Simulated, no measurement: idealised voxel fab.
The process module that follows is named voxel gate over fins.
Section shown: cut. Width: 140 nm. Cell size: 5 nm, square.
Cross-section format: a grid of square cells, given as bands from top to bottom; each band is one or more rows of cells. In this notation a band is specified by the heights of its top and bottom, in that order and in nm, after which its materials appear from left to right, each paired with its width in nm. The word "edge to edge" attached to a single material means that material fills the band from edge to edge; the word "air" stands for empty space. Convention: height 0 is the level below which the wafer, as received, is all one material. The lowest band does not terminate at the bottom but continues downward, represented as "0..down". When a width is written as two numbers, as in "30->40", the first number is the width in the top row of cells of the band and the second is the width in its bottom row, and the width changes by the same amount from each row to the next. Where the words "no alterations made" appear for a step, the cross-section shows no cell changed by that step; every cell remained as before. The entry titled "Completely sealed voids" provides the empty spaces that have no open way to the top, restricted to those of 8 cells or more. Each is presented as width x height at distance, the distance being measured from the left edge, with all three in nm. Read whatever lies past the settings on a step's line as the simulator's own remark about the step. A step line may carry the setting "overlay nm", which, for steps involving a mask, states the distance by which the mask lay to the right of its intended position; negative values denote displacement to the left.
[Listed below are the process steps as planned]
| 1 | RECEIVE: material Si |
| 2 | CONFORMAL_DEP: material SiN, thk nm 5 |
| 3 | DIRECTIONAL_DEP: material aC, thk nm 15 |
| 4 | PATTERN: tone cover, mask id FINS, material resist, width nm 15, pitch nm 45, thk nm 30, overlay nm 0 |
| 5 | DIRECTIONAL_ETCH: etch materials aC, depth nm 15 |
| 6 | STRIP: etch materials resist |
| 7 | DIRECTIONAL_ETCH: etch materials SiN, depth nm 5 |
| 8 | DIRECTIONAL_ETCH: etch materials Si, depth nm 30 |
| 9 | STRIP: etch materials aC |
| 10 | FILL_DEP: material SiO2, thk nm 15 |
| 11 | CMP: height nm 5 |
| 12 | SELECTIVE_ETCH: etch materials SiO2, depth nm 20 |
| 13 | STRIP: etch materials SiN |
| 14 | CONFORMAL_DEP: material HfO2, thk nm 5 |
| 15 | CONFORMAL_DEP: material TiN, thk nm 5 |
| 16 | FILL_DEP: material W, thk nm 10 |
| 17 | CMP: height nm 15 |
| 18 | CONFORMAL_DEP: material SiCN, thk nm 5 |
It is noted that the wafers described herein are identical at the outset and are distinguished by the depth nm of step 8; the value stated in the plan corresponds to the first wafer.
[The first of several wafers in cross-section, exactly as it reached us after step 1]
- 0..down  Si edge to edge
- Completely sealed voids: none
[Here is how to read the rows: every wafer has a row, and it shows the wafer at the end of the module, giving for each material how many cells were gained (+) or lost (-) since the wafer was received, then listing its closed voids]
depth nm 30; +40 HfO2; -132 Si; +28 SiCN; +66 SiO2; +40 TiN; +70 W; Completely sealed voids: none
depth nm 35; +40 HfO2; -154 Si; +28 SiCN; +88 SiO2; +40 TiN; +70 W; Completely sealed voids: none
depth nm 40; +40 HfO2; -176 Si; +28 SiCN; +110 SiO2; +40 TiN; +70 W; Completely sealed voids: none
depth nm 45; +40 HfO2; -198 Si; +28 SiCN; +132 SiO2; +40 TiN; +70 W; Completely sealed voids: none
depth nm 50; +40 HfO2; -220 Si; +28 SiCN; +154 SiO2; +40 TiN; +70 W; Completely sealed voids: none
depth nm 55; +40 HfO2; -242 Si; +28 SiCN; +176 SiO2; +40 TiN; +70 W; Completely sealed voids: none
